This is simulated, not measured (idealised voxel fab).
Herein follows the process module entitled voxel wiring stack.
We display cut, a cross-section 260 nm in width whose square cells are each 5 nm.
Cross-section, as written here: a square-cell grid given band by band from the top down, where a band holds one or more rows of cells.
Band: top and bottom heights (nm) first, top before bottom; then materials from left to right, widths in nm. "everywhere" marks a sole material filling the band edge to edge. "air" denotes empty space.
We count height from 0. Below that, the starting wafer is all one material. The lowest band never ends at the bottom but goes on down; see "top 0, no bottom" for how that is written.
Width "30..40": first value at the band's top row of cells, second value at its bottom row, equal change from row to row.
The cross-section has no changed cell in any step marked "remains unaltered".
"Completely sealed voids" enumerates empty spaces isolated from the top, with no open way to it, that contain at least 8 cells, giving each as width x height at distance from the left edge, all three in nm.
Whatever follows a step's settings on its line is a remark the simulator itself makes about that step.
overlay nm: mask offset rightward from planned place, masked step; negative means leftward offset.
Quick note on how to read the rest: it's all pairs. You get the cross-section before a process step and the one after, but the after one only goes down as far as the lowest band that changed. The step in between, with its settings, sits under the pair. Heads up, the pairs can come from different runs of this module on the same starting wafer, so don't assume a pair picks up from the one above unless its "Pre-step profile" entry says it does.

# Pre-step profile
top 0, no bottom: Si everywhere
Completely sealed voids: none

# State After Step
top 15, bottom 0: SiO2 everywhere
Nothing below the height 0 has changed.
Completely sealed voids: none
The step occurring between the two cross-sections depicted above is identified as CONFORMAL_DEP, material SiO2, thk nm 15

Pre-step profile: starting point is the after cross-section of the pair just above.

# State After Step
top 20, bottom 15: SiN everywhere
Nothing below the height 15 has changed.
Completely sealed voids: none
The step occurring between the two cross-sections depicted above is identified as CONFORMAL_DEP, material SiN, thk nm 5

Pre-step profile: starting point is the after cross-section of the pair just above.

# State After Step
top 45, bottom 20: lowk everywhere
Nothing below the height 20 has changed.
Completely sealed voids: none
The step occurring between the two cross-sections depicted above is identified as DIRECTIONAL_DEP, material lowk, thk nm 25

Pre-step profile: starting point is the after cross-section of the pair just above.

# State After Step
top 55, bottom 45: aC everywhere
Nothing below the height 45 has changed.
Completely sealed voids: none
The step occurring between the two cross-sections depicted above is identified as DIRECTIONAL_DEP, material aC, thk nm 10

Pre-step profile: starting point is the after cross-section of the pair just above.

# State After Step
top 85, bottom 55: resist (55), air (25), resist (15), air (25), resist (15), air (25), resist (15), air (25), resist (60)
Nothing below the height 55 has changed.
Completely sealed voids: none
The step occurring between the two cross-sections depicted above is identified as PATTERN, tone open, mask id METAL_1, material resist, width nm 25, pitch nm 40, thk nm 30, overlay nm 0

Pre-step profile: starting point is the after cross-section of the pair just above.

# State After Step
top 75, bottom 55: resist (55), air (25), resist (15), air (25), resist (15), air (25), resist (15), air (25), resist (60)
top 55, bottom 45: aC (55), air (25), aC (15), air (25), aC (15), air (25), aC (15), air (25), aC (60)
Nothing below the height 45 has changed.
Completely sealed voids: none
The step occurring between the two cross-sections depicted above is identified as DIRECTIONAL_ETCH, etch materials aC, depth nm 10

Pre-step profile: starting point is the after cross-section of the pair just above.

# State After Step
top 55, bottom 45: aC (55), air (25), aC (15), air (25), aC (15), air (25), aC (15), air (25), aC (60)
Nothing below the height 45 has changed.
Completely sealed voids: none
The step occurring between the two cross-sections depicted above is identified as STRIP, etch materials resist

Pre-step profile: starting point is the after cross-section of the pair just above.

# State After Step
top 55, bottom 45: aC (55), air (25), aC (15), air (25), aC (15), air (25), aC (15), air (25), aC (60)
top 45, bottom 20: lowk (55), air (25), lowk (15), air (25), lowk (15), air (25), lowk (15), air (25), lowk (60)
Nothing below the height 20 has changed.
Completely sealed voids: none
The step occurring between the two cross-sections depicted above is identified as DIRECTIONAL_ETCH, etch materials lowk, depth nm 25

Pre-step profile: starting point is the after cross-section of the pair just above.

# State After Step
top 55, bottom 45: aC (55), air (25), aC (15), air (25), aC (15), air (25), aC (15), air (25), aC (60)
top 45, bottom 20: lowk (55), air (25), lowk (15), air (25), lowk (15), air (25), lowk (15), air (25), lowk (60)
top 20, bottom 15: SiN (55), air (25), SiN (15), air (25), SiN (15), air (25), SiN (15), air (25), SiN (60)
Nothing below the height 15 has changed.
Completely sealed voids: none
The step occurring between the two cross-sections depicted above is identified as DIRECTIONAL_ETCH, etch materials SiN, depth nm 5

Pre-step profile: starting point is the after cross-section of the pair just above.

# State After Step
top 45, bottom 20: lowk (55), air (25), lowk (15), air (25), lowk (15), air (25), lowk (15), air (25), lowk (60)
Nothing below the height 20 has changed.
Completely sealed voids: none
The step occurring between the two cross-sections depicted above is identified as STRIP, etch materials aC

Pre-step profile: starting point is the after cross-section of the pair just above.

# State After Step
top 50, bottom 45: TiN (60), air (15), TiN (25), air (15), TiN (25), air (15), TiN (25), air (15), TiN (65)
top 45, bottom 20: lowk (55), TiN (5), air (15), TiN (5), lowk (15), TiN (5), air (15), TiN (5), lowk (15), TiN (5), air (15), TiN (5), lowk (15), TiN (5), air (15), TiN (5), lowk (60)
top 20, bottom 15: SiN (55), TiN (25), SiN (15), TiN (25), SiN (15), TiN (25), SiN (15), TiN (25), SiN (60)
Nothing below the height 15 has changed.
Completely sealed voids: none
The step occurring between the two cross-sections depicted above is identified as CONFORMAL_DEP, material TiN, thk nm 5

Pre-step profile: starting point is the after cross-section of the pair just above.

# State After Step
top 60, bottom 50: Ru everywhere
top 50, bottom 45: TiN (60), Ru (15), TiN (25), Ru (15), TiN (25), Ru (15), TiN (25), Ru (15), TiN (65)
top 45, bottom 20: lowk (55), TiN (5), Ru (15), TiN (5), lowk (15), TiN (5), Ru (15), TiN (5), lowk (15), TiN (5), Ru (15), TiN (5), lowk (15), TiN (5), Ru (15), TiN (5), lowk (60)
Nothing below the height 20 has changed.
Completely sealed voids: none
The step occurring between the two cross-sections depicted above is identified as FILL_DEP, material Ru, thk nm 10

Pre-step profile: starting point is the after cross-section of the pair just above.

# State After Step
top 45, bottom 20: lowk (55), TiN (5), Ru (15), TiN (5), lowk (15), TiN (5), Ru (15), TiN (5), lowk (15), TiN (5), Ru (15), TiN (5), lowk (15), TiN (5), Ru (15), TiN (5), lowk (60)
Nothing below the height 20 has changed.
Completely sealed voids: none
The step occurring between the two cross-sections depicted above is identified as CMP, height nm 45

Pre-step profile: starting point is the after cross-section of the pair just above.

# State After Step
top 50, bottom 45: air (50), Ru (35), air (5), Ru (35), air (5), Ru (35), air (5), Ru (35), air (55)
Nothing below the height 45 has changed.
Completely sealed voids: none
The step occurring between the two cross-sections depicted above is identified as EPI, material Ru, thk nm 5

Pre-step profile: starting point is the after cross-section of the pair just above.

# State After Step
top 55, bottom 50: SiCN everywhere
top 50, bottom 45: SiCN (50), Ru (35), SiCN (5), Ru (35), SiCN (5), Ru (35), SiCN (5), Ru (35), SiCN (55)
Nothing below the height 45 has changed.
Completely sealed voids: none
The step occurring between the two cross-sections depicted above is identified as FILL_DEP, material SiCN, thk nm 5

Pre-step profile: starting point is the after cross-section of the pair just above.

# State After Step
top 85, bottom 55: lowk everywhere
Nothing below the height 55 has changed.
Completely sealed voids: none
The step occurring between the two cross-sections depicted above is identified as DIRECTIONAL_DEP, material lowk, thk nm 30

Pre-step profile: starting point is the after cross-section of the pair just above.

# State After Step
top 95, bottom 85: aC everywhere
Nothing below the height 85 has changed.
Completely sealed voids: none
The step occurring between the two cross-sections depicted above is identified as DIRECTIONAL_DEP, material aC, thk nm 10

Pre-step profile: starting point is the after cross-section of the pair just above.

# State After Step
top 120, bottom 95: resist (55), air (15), resist (25), air (15), resist (25), air (15), resist (25), air (15), resist (70)
Nothing below the height 95 has changed.
Completely sealed voids: none
The step occurring between the two cross-sections depicted above is identified as PATTERN, tone open, mask id METAL_2_HOLES, material resist, width nm 15, pitch nm 40, thk nm 25, overlay nm 0

Pre-step profile: starting point is the after cross-section of the pair just above.

# State After Step
top 110, bottom 95: resist (55), air (15), resist (25), air (15), resist (25), air (15), resist (25), air (15), resist (70)
top 95, bottom 85: aC (55), air (15), aC (25), air (15), aC (25), air (15), aC (25), air (15), aC (70)
Nothing below the height 85 has changed.
Completely sealed voids: none
The step occurring between the two cross-sections depicted above is identified as DIRECTIONAL_ETCH, etch materials aC, depth nm 10

Pre-step profile: starting point is the after cross-section of the pair just above.

# State After Step
top 95, bottom 85: aC (55), air (15), aC (25), air (15), aC (25), air (15), aC (25), air (15), aC (70)
Nothing below the height 85 has changed.
Completely sealed voids: none
The step occurring between the two cross-sections depicted above is identified as STRIP, etch materials resist

Pre-step profile: starting point is the after cross-section of the pair just above.

# State After Step
top 95, bottom 85: aC (55), air (15), aC (25), air (15), aC (25), air (15), aC (25), air (15), aC (70)
top 85, bottom 55: lowk (55), air (15), lowk (25), air (15), lowk (25), air (15), lowk (25), air (15), lowk (70)
Nothing below the height 55 has changed.
Completely sealed voids: none
The step occurring between the two cross-sections depicted above is identified as DIRECTIONAL_ETCH, etch materials lowk, depth nm 30

Pre-step profile: starting point is the after cross-section of the pair just above.

# State After Step
top 85, bottom 55: lowk (55), air (15), lowk (25), air (15), lowk (25), air (15), lowk (25), air (15), lowk (70)
Nothing below the height 55 has changed.
Completely sealed voids: none
The step occurring between the two cross-sections depicted above is identified as STRIP, etch materials aC

Pre-step profile: starting point is the after cross-section of the pair just above.

# State After Step
top 100, bottom 85: resist (55), air (25), resist (15), air (25), resist (15), air (25), resist (15), air (25), resist (60)
Nothing below the height 85 has changed.
Completely sealed voids: none
The step occurring between the two cross-sections depicted above is identified as PATTERN, tone open, mask id METAL_2, material resist, width nm 25, pitch nm 40, thk nm 15, overlay nm 0

Pre-step profile: starting point is the after cross-section of the pair just above.

# State After Step
top 100, bottom 85: resist (55), air (25), resist (15), air (25), resist (15), air (25), resist (15), air (25), resist (60)
top 85, bottom 70: lowk (55), air (25), lowk (15), air (25), lowk (15), air (25), lowk (15), air (25), lowk (60)
Nothing below the height 70 has changed.
Completely sealed voids: none
The step occurring between the two cross-sections depicted above is identified as DIRECTIONAL_ETCH, etch materials lowk, depth nm 15

Pre-step profile: starting point is the after cross-section of the pair just above.

# State After Step
top 100, bottom 85: resist (55), air (25), resist (15), air (25), resist (15), air (25), resist (15), air (25), resist (60)
top 85, bottom 70: lowk (55), air (25), lowk (15), air (25), lowk (15), air (25), lowk (15), air (25), lowk (60)
top 70, bottom 55: lowk (55), air (15), lowk (25), air (15), lowk (25), air (15), lowk (25), air (15), lowk (70)
top 55, bottom 50: SiCN (55), air (15), SiCN (25), air (15), SiCN (25), air (15), SiCN (25), air (15), SiCN (70)
Nothing below the height 50 has changed.
Completely sealed voids: none
The step occurring between the two cross-sections depicted above is identified as DIRECTIONAL_ETCH, etch materials SiCN, depth nm 5

Pre-step profile: starting point is the after cross-section of the pair just above.

# State After Step
top 85, bottom 70: lowk (55), air (25), lowk (15), air (25), lowk (15), air (25), lowk (15), air (25), lowk (60)
Nothing below the height 70 has changed.
Completely sealed voids: none
The step occurring between the two cross-sections depicted above is identified as STRIP, etch materials resist

Pre-step profile: starting point is the after cross-section of the pair just above.

# State After Step
top 90, bottom 85: TiN (60), air (15), TiN (25), air (15), TiN (25), air (15), TiN (25), air (15), TiN (65)
top 85, bottom 75: lowk (55), TiN (5), air (15), TiN (5), lowk (15), TiN (5), air (15), TiN (5), lowk (15), TiN (5), air (15), TiN (5), lowk (15), TiN (5), air (15), TiN (5), lowk (60)
top 75, bottom 70: lowk (55), TiN (5), air (5), TiN (15), lowk (15), TiN (5), air (5), TiN (15), lowk (15), TiN (5), air (5), TiN (15), lowk (15), TiN (5), air (5), TiN (15), lowk (60)
top 70, bottom 55: lowk (55), TiN (5), air (5), TiN (5), lowk (25), TiN (5), air (5), TiN (5), lowk (25), TiN (5), air (5), TiN (5), lowk (25), TiN (5), air (5), TiN (5), lowk (70)
top 55, bottom 50: SiCN (55), TiN (15), SiCN (25), TiN (15), SiCN (25), TiN (15), SiCN (25), TiN (15), SiCN (70)
Nothing below the height 50 has changed.
Completely sealed voids: none
The step occurring between the two cross-sections depicted above is identified as CONFORMAL_DEP, material TiN, thk nm 5

Pre-step profile: starting point is the after cross-section of the pair just above.

# State After Step
top 95, bottom 90: Cu everywhere
top 90, bottom 85: TiN (60), Cu (15), TiN (25), Cu (15), TiN (25), Cu (15), TiN (25), Cu (15), TiN (65)
top 85, bottom 75: lowk (55), TiN (5), Cu (15), TiN (5), lowk (15), TiN (5), Cu (15), TiN (5), lowk (15), TiN (5), Cu (15), TiN (5), lowk (15), TiN (5), Cu (15), TiN (5), lowk (60)
top 75, bottom 70: lowk (55), TiN (5), Cu (5), TiN (15), lowk (15), TiN (5), Cu (5), TiN (15), lowk (15), TiN (5), Cu (5), TiN (15), lowk (15), TiN (5), Cu (5), TiN (15), lowk (60)
top 70, bottom 55: lowk (55), TiN (5), Cu (5), TiN (5), lowk (25), TiN (5), Cu (5), TiN (5), lowk (25), TiN (5), Cu (5), TiN (5), lowk (25), TiN (5), Cu (5), TiN (5), lowk (70)
Nothing below the height 55 has changed.
Completely sealed voids: none
The step occurring between the two cross-sections depicted above is identified as FILL_DEP, material Cu, thk nm 5

Pre-step profile: starting point is the after cross-section of the pair just above.

# State After Step
top 85, bottom 75: lowk (55), TiN (5), Cu (15), TiN (5), lowk (15), TiN (5), Cu (15), TiN (5), lowk (15), TiN (5), Cu (15), TiN (5), lowk (15), TiN (5), Cu (15), TiN (5), lowk (60)
Nothing below the height 75 has changed.
Completely sealed voids: none
The step occurring between the two cross-sections depicted above is identified as CMP, height nm 85

Pre-step profile: starting point is the after cross-section of the pair just above.

# State After Step
top 90, bottom 85: SiN everywhere
Nothing below the height 85 has changed.
Completely sealed voids: none
The step occurring between the two cross-sections depicted above is identified as CONFORMAL_DEP, material SiN, thk nm 5

# Pre-step profile
top 0, no bottom: Si everywhere
Completely sealed voids: none

# State After Step
top 5, bottom 0: SiN everywhere
Nothing below the height 0 has changed.
Completely sealed voids: none
The step occurring between the two cross-sections depicted above is identified as CONFORMAL_DEP, material SiN, thk nm 5

Pre-step profile: starting point is the after cross-section of the pair just above.

# State After Step
top 30, bottom 5: lowk everywhere
Nothing below the height 5 has changed.
Completely sealed voids: none
The step occurring between the two cross-sections depicted above is identified as DIRECTIONAL_DEP, material lowk, thk nm 25

Pre-step profile: starting point is the after cross-section of the pair just above.

# State After Step
top 40, bottom 30: aC everywhere
Nothing below the height 30 has changed.
Completely sealed voids: none
The step occurring between the two cross-sections depicted above is identified as DIRECTIONAL_DEP, material aC, thk nm 10

Pre-step profile: starting point is the after cross-section of the pair just above.

# State After Step
top 70, bottom 40: resist (55), air (25), resist (15), air (25), resist (15), air (25), resist (15), air (25), resist (60)
Nothing below the height 40 has changed.
Completely sealed voids: none
The step occurring between the two cross-sections depicted above is identified as PATTERN, tone open, mask id METAL_1, material resist, width nm 25, pitch nm 40, thk nm 30, overlay nm 0

Pre-step profile: starting point is the after cross-section of the pair just above.

# State After Step
top 60, bottom 40: resist (55), air (25), resist (15), air (25), resist (15), air (25), resist (15), air (25), resist (60)
top 40, bottom 30: aC (55), air (25), aC (15), air (25), aC (15), air (25), aC (15), air (25), aC (60)
Nothing below the height 30 has changed.
Completely sealed voids: none
The step occurring between the two cross-sections depicted above is identified as DIRECTIONAL_ETCH, etch materials aC, depth nm 10

Pre-step profile: starting point is the after cross-section of the pair just above.

# State After Step
top 40, bottom 30: aC (55), air (25), aC (15), air (25), aC (15), air (25), aC (15), air (25), aC (60)
Nothing below the height 30 has changed.
Completely sealed voids: none
The step occurring between the two cross-sections depicted above is identified as STRIP, etch materials resist

Pre-step profile: starting point is the after cross-section of the pair just above.

# State After Step
top 40, bottom 30: aC (55), air (25), aC (15), air (25), aC (15), air (25), aC (15), air (25), aC (60)
top 30, bottom 5: lowk (55), air (25), lowk (15), air (25), lowk (15), air (25), lowk (15), air (25), lowk (60)
Nothing below the height 5 has changed.
Completely sealed voids: none
The step occurring between the two cross-sections depicted above is identified as DIRECTIONAL_ETCH, etch materials lowk, depth nm 25

Pre-step profile: starting point is the after cross-section of the pair just above.

# State After Step
top 40, bottom 30: aC (55), air (25), aC (15), air (25), aC (15), air (25), aC (15), air (25), aC (60)
top 30, bottom 5: lowk (55), air (25), lowk (15), air (25), lowk (15), air (25), lowk (15), air (25), lowk (60)
top 5, bottom 0: SiN (55), air (25), SiN (15), air (25), SiN (15), air (25), SiN (15), air (25), SiN (60)
Nothing below the height 0 has changed.
Completely sealed voids: none
The step occurring between the two cross-sections depicted above is identified as DIRECTIONAL_ETCH, etch materials SiN, depth nm 5

Pre-step profile: starting point is the after cross-section of the pair just above.

# State After Step
top 30, bottom 5: lowk (55), air (25), lowk (15), air (25), lowk (15), air (25), lowk (15), air (25), lowk (60)
Nothing below the height 5 has changed.
Completely sealed voids: none
The step occurring between the two cross-sections depicted above is identified as STRIP, etch materials aC

Pre-step profile: starting point is the after cross-section of the pair just above.

# State After Step
top 35, bottom 30: TiN (60), air (15), TiN (25), air (15), TiN (25), air (15), TiN (25), air (15), TiN (65)
top 30, bottom 5: lowk (55), TiN (5), air (15), TiN (5), lowk (15), TiN (5), air (15), TiN (5), lowk (15), TiN (5), air (15), TiN (5), lowk (15), TiN (5), air (15), TiN (5), lowk (60)
top 5, bottom 0: SiN (55), TiN (25), SiN (15), TiN (25), SiN (15), TiN (25), SiN (15), TiN (25), SiN (60)
Nothing below the height 0 has changed.
Completely sealed voids: none
The step occurring between the two cross-sections depicted above is identified as CONFORMAL_DEP, material TiN, thk nm 5

Pre-step profile: starting point is the after cross-section of the pair just above.

# State After Step
top 45, bottom 35: Ru everywhere
top 35, bottom 30: TiN (60), Ru (15), TiN (25), Ru (15), TiN (25), Ru (15), TiN (25), Ru (15), TiN (65)
top 30, bottom 5: lowk (55), TiN (5), Ru (15), TiN (5), lowk (15), TiN (5), Ru (15), TiN (5), lowk (15), TiN (5), Ru (15), TiN (5), lowk (15), TiN (5), Ru (15), TiN (5), lowk (60)
Nothing below the height 5 has changed.
Completely sealed voids: none
The step occurring between the two cross-sections depicted above is identified as FILL_DEP, material Ru, thk nm 10

Pre-step profile: starting point is the after cross-section of the pair just above.

# State After Step
top 50, bottom 35: Ru everywhere
Nothing below the height 35 has changed.
Completely sealed voids: none
The step occurring between the two cross-sections depicted above is identified as EPI, material Ru, thk nm 5

Pre-step profile: starting point is the after cross-section of the pair just above.

# State After Step
top 55, bottom 50: SiCN everywhere
Nothing below the height 50 has changed.
Completely sealed voids: none
The step occurring between the two cross-sections depicted above is identified as FILL_DEP, material SiCN, thk nm 5

Pre-step profile: starting point is the after cross-section of the pair just above.

# State After Step
top 85, bottom 55: lowk everywhere
Nothing below the height 55 has changed.
Completely sealed voids: none
The step occurring between the two cross-sections depicted above is identified as DIRECTIONAL_DEP, material lowk, thk nm 30

Pre-step profile: starting point is the after cross-section of the pair just above.

# State After Step
top 95, bottom 85: aC everywhere
Nothing below the height 85 has changed.
Completely sealed voids: none
The step occurring between the two cross-sections depicted above is identified as DIRECTIONAL_DEP, material aC, thk nm 10

Pre-step profile: starting point is the after cross-section of the pair just above.

# State After Step
top 120, bottom 95: resist (55), air (15), resist (25), air (15), resist (25), air (15), resist (25), air (15), resist (70)
Nothing below the height 95 has changed.
Completely sealed voids: none
The step occurring between the two cross-sections depicted above is identified as PATTERN, tone open, mask id METAL_2_HOLES, material resist, width nm 15, pitch nm 40, thk nm 25, overlay nm 0

Pre-step profile: starting point is the after cross-section of the pair just above.

# State After Step
top 110, bottom 95: resist (55), air (15), resist (25), air (15), resist (25), air (15), resist (25), air (15), resist (70)
top 95, bottom 85: aC (55), air (15), aC (25), air (15), aC (25), air (15), aC (25), air (15), aC (70)
Nothing below the height 85 has changed.
Completely sealed voids: none
The step occurring between the two cross-sections depicted above is identified as DIRECTIONAL_ETCH, etch materials aC, depth nm 10

Pre-step profile: starting point is the after cross-section of the pair just above.

# State After Step
top 95, bottom 85: aC (55), air (15), aC (25), air (15), aC (25), air (15), aC (25), air (15), aC (70)
Nothing below the height 85 has changed.
Completely sealed voids: none
The step occurring between the two cross-sections depicted above is identified as STRIP, etch materials resist

Pre-step profile: starting point is the after cross-section of the pair just above.

# State After Step
top 95, bottom 85: aC (55), air (15), aC (25), air (15), aC (25), air (15), aC (25), air (15), aC (70)
top 85, bottom 55: lowk (55), air (15), lowk (25), air (15), lowk (25), air (15), lowk (25), air (15), lowk (70)
Nothing below the height 55 has changed.
Completely sealed voids: none
The step occurring between the two cross-sections depicted above is identified as DIRECTIONAL_ETCH, etch materials lowk, depth nm 30

Pre-step profile: starting point is the after cross-section of the pair just above.

# State After Step
top 85, bottom 55: lowk (55), air (15), lowk (25), air (15), lowk (25), air (15), lowk (25), air (15), lowk (70)
Nothing below the height 55 has changed.
Completely sealed voids: none
The step occurring between the two cross-sections depicted above is identified as STRIP, etch materials aC

Pre-step profile: starting point is the after cross-section of the pair just above.

# State After Step
top 100, bottom 85: resist (55), air (25), resist (15), air (25), resist (15), air (25), resist (15), air (25), resist (60)
Nothing below the height 85 has changed.
Completely sealed voids: none
The step occurring between the two cross-sections depicted above is identified as PATTERN, tone open, mask id METAL_2, material resist, width nm 25, pitch nm 40, thk nm 15, overlay nm 0

Pre-step profile: starting point is the after cross-section of the pair just above.

# State After Step
top 100, bottom 85: resist (55), air (25), resist (15), air (25), resist (15), air (25), resist (15), air (25), resist (60)
top 85, bottom 70: lowk (55), air (25), lowk (15), air (25), lowk (15), air (25), lowk (15), air (25), lowk (60)
Nothing below the height 70 has changed.
Completely sealed voids: none
The step occurring between the two cross-sections depicted above is identified as DIRECTIONAL_ETCH, etch materials lowk, depth nm 15

Pre-step profile: starting point is the after cross-section of the pair just above.

# State After Step
top 100, bottom 85: resist (55), air (25), resist (15), air (25), resist (15), air (25), resist (15), air (25), resist (60)
top 85, bottom 70: lowk (55), air (25), lowk (15), air (25), lowk (15), air (25), lowk (15), air (25), lowk (60)
top 70, bottom 55: lowk (55), air (15), lowk (25), air (15), lowk (25), air (15), lowk (25), air (15), lowk (70)
top 55, bottom 50: SiCN (55), air (15), SiCN (25), air (15), SiCN (25), air (15), SiCN (25), air (15), SiCN (70)
Nothing below the height 50 has changed.
Completely sealed voids: none
The step occurring between the two cross-sections depicted above is identified as DIRECTIONAL_ETCH, etch materials SiCN, depth nm 5

Pre-step profile: starting point is the after cross-section of the pair just above.

# State After Step
top 85, bottom 70: lowk (55), air (25), lowk (15), air (25), lowk (15), air (25), lowk (15), air (25), lowk (60)
Nothing below the height 70 has changed.
Completely sealed voids: none
The step occurring between the two cross-sections depicted above is identified as STRIP, etch materials resist

Pre-step profile: starting point is the after cross-section of the pair just above.

# State After Step
top 90, bottom 85: TiN (60), air (15), TiN (25), air (15), TiN (25), air (15), TiN (25), air (15), TiN (65)
top 85, bottom 75: lowk (55), TiN (5), air (15), TiN (5), lowk (15), TiN (5), air (15), TiN (5), lowk (15), TiN (5), air (15), TiN (5), lowk (15), TiN (5), air (15), TiN (5), lowk (60)
top 75, bottom 70: lowk (55), TiN (5), air (5), TiN (15), lowk (15), TiN (5), air (5), TiN (15), lowk (15), TiN (5), air (5), TiN (15), lowk (15), TiN (5), air (5), TiN (15), lowk (60)
top 70, bottom 55: lowk (55), TiN (5), air (5), TiN (5), lowk (25), TiN (5), air (5), TiN (5), lowk (25), TiN (5), air (5), TiN (5), lowk (25), TiN (5), air (5), TiN (5), lowk (70)
top 55, bottom 50: SiCN (55), TiN (15), SiCN (25), TiN (15), SiCN (25), TiN (15), SiCN (25), TiN (15), SiCN (70)
Nothing below the height 50 has changed.
Completely sealed voids: none
The step occurring between the two cross-sections depicted above is identified as CONFORMAL_DEP, material TiN, thk nm 5

Pre-step profile: starting point is the after cross-section of the pair just above.

# State After Step
top 95, bottom 90: Cu everywhere
top 90, bottom 85: TiN (60), Cu (15), TiN (25), Cu (15), TiN (25), Cu (15), TiN (25), Cu (15), TiN (65)
top 85, bottom 75: lowk (55), TiN (5), Cu (15), TiN (5), lowk (15), TiN (5), Cu (15), TiN (5), lowk (15), TiN (5), Cu (15), TiN (5), lowk (15), TiN (5), Cu (15), TiN (5), lowk (60)
top 75, bottom 70: lowk (55), TiN (5), Cu (5), TiN (15), lowk (15), TiN (5), Cu (5), TiN (15), lowk (15), TiN (5), Cu (5), TiN (15), lowk (15), TiN (5), Cu (5), TiN (15), lowk (60)
top 70, bottom 55: lowk (55), TiN (5), Cu (5), TiN (5), lowk (25), TiN (5), Cu (5), TiN (5), lowk (25), TiN (5), Cu (5), TiN (5), lowk (25), TiN (5), Cu (5), TiN (5), lowk (70)
Nothing below the height 55 has changed.
Completely sealed voids: none
The step occurring between the two cross-sections depicted above is identified as FILL_DEP, material Cu, thk nm 5

Pre-step profile: starting point is the after cross-section of the pair just above.

# State After Step
top 85, bottom 75: lowk (55), TiN (5), Cu (15), TiN (5), lowk (15), TiN (5), Cu (15), TiN (5), lowk (15), TiN (5), Cu (15), TiN (5), lowk (15), TiN (5), Cu (15), TiN (5), lowk (60)
Nothing below the height 75 has changed.
Completely sealed voids: none
The step occurring between the two cross-sections depicted above is identified as CMP, height nm 85

Pre-step profile: starting point is the after cross-section of the pair just above.

# State After Step
top 90, bottom 85: SiN everywhere
Nothing below the height 85 has changed.
Completely sealed voids: none
The step occurring between the two cross-sections depicted above is identified as CONFORMAL_DEP, material SiN, thk nm 5

# Pre-step profile
top 100, bottom 85: resist (55), air (25), resist (15), air (25), resist (15), air (25), resist (15), air (25), resist (60)
top 85, bottom 70: lowk (55), air (25), lowk (15), air (25), lowk (15), air (25), lowk (15), air (25), lowk (60)
top 70, bottom 55: lowk (55), air (15), lowk (25), air (15), lowk (25), air (15), lowk (25), air (15), lowk (70)
top 55, bottom 50: SiCN everywhere
top 50, bottom 45: SiCN (50), Ru (35), SiCN (5), Ru (35), SiCN (5), Ru (35), SiCN (5), Ru (35), SiCN (55)
top 45, bottom 20: lowk (55), TiN (5), Ru (15), TiN (5), lowk (15), TiN (5), Ru (15), TiN (5), lowk (15), TiN (5), Ru (15), TiN (5), lowk (15), TiN (5), Ru (15), TiN (5), lowk (60)
top 20, bottom 15: SiN (55), TiN (25), SiN (15), TiN (25), SiN (15), TiN (25), SiN (15), TiN (25), SiN (60)
top 15, bottom 0: SiO2 everywhere
top 0, no bottom: Si everywhere
Completely sealed voids: none

# State After Step
top 100, bottom 85: resist (55), air (25), resist (15), air (25), resist (15), air (25), resist (15), air (25), resist (60)
top 85, bottom 55: lowk (55), air (25), lowk (15), air (25), lowk (15), air (25), lowk (15), air (25), lowk (60)
Nothing below the height 55 has changed.
Completely sealed voids: none
The step occurring between the two cross-sections depicted above is identified as DIRECTIONAL_ETCH, etch materials lowk, depth nm 15

Pre-step profile: starting point is the after cross-section of the pair just above.

# State After Step
top 100, bottom 85: resist (55), air (25), resist (15), air (25), resist (15), air (25), resist (15), air (25), resist (60)
top 85, bottom 55: lowk (55), air (25), lowk (15), air (25), lowk (15), air (25), lowk (15), air (25), lowk (60)
top 55, bottom 50: SiCN (55), air (25), SiCN (15), air (25), SiCN (15), air (25), SiCN (15), air (25), SiCN (60)
Nothing below the height 50 has changed.
Completely sealed voids: none
The step occurring between the two cross-sections depicted above is identified as DIRECTIONAL_ETCH, etch materials SiCN, depth nm 5

Pre-step profile: starting point is the after cross-section of the pair just above.

# State After Step
top 85, bottom 55: lowk (55), air (25), lowk (15), air (25), lowk (15), air (25), lowk (15), air (25), lowk (60)
Nothing below the height 55 has changed.
Completely sealed voids: none
The step occurring between the two cross-sections depicted above is identified as STRIP, etch materials resist

Pre-step profile: starting point is the after cross-section of the pair just above.

# State After Step
top 90, bottom 85: TiN (60), air (15), TiN (25), air (15), TiN (25), air (15), TiN (25), air (15), TiN (65)
top 85, bottom 55: lowk (55), TiN (5), air (15), TiN (5), lowk (15), TiN (5), air (15), TiN (5), lowk (15), TiN (5), air (15), TiN (5), lowk (15), TiN (5), air (15), TiN (5), lowk (60)
top 55, bottom 50: SiCN (55), TiN (25), SiCN (15), TiN (25), SiCN (15), TiN (25), SiCN (15), TiN (25), SiCN (60)
Nothing below the height 50 has changed.
Completely sealed voids: none
The step occurring between the two cross-sections depicted above is identified as CONFORMAL_DEP, material TiN, thk nm 5

Pre-step profile: starting point is the after cross-section of the pair just above.

# State After Step
top 95, bottom 90: Cu everywhere
top 90, bottom 85: TiN (60), Cu (15), TiN (25), Cu (15), TiN (25), Cu (15), TiN (25), Cu (15), TiN (65)
top 85, bottom 55: lowk (55), TiN (5), Cu (15), TiN (5), lowk (15), TiN (5), Cu (15), TiN (5), lowk (15), TiN (5), Cu (15), TiN (5), lowk (15), TiN (5), Cu (15), TiN (5), lowk (60)
Nothing below the height 55 has changed.
Completely sealed voids: none
The step occurring between the two cross-sections depicted above is identified as FILL_DEP, material Cu, thk nm 5

Pre-step profile: starting point is the after cross-section of the pair just above.

# State After Step
top 85, bottom 55: lowk (55), TiN (5), Cu (15), TiN (5), lowk (15), TiN (5), Cu (15), TiN (5), lowk (15), TiN (5), Cu (15), TiN (5), lowk (15), TiN (5), Cu (15), TiN (5), lowk (60)
Nothing below the height 55 has changed.
Completely sealed voids: none
The step occurring between the two cross-sections depicted above is identified as CMP, height nm 85

Pre-step profile: starting point is the after cross-section of the pair just above.

# State After Step
top 90, bottom 85: SiN everywhere
Nothing below the height 85 has changed.
Completely sealed voids: none
The step occurring between the two cross-sections depicted above is identified as CONFORMAL_DEP, material SiN, thk nm 5
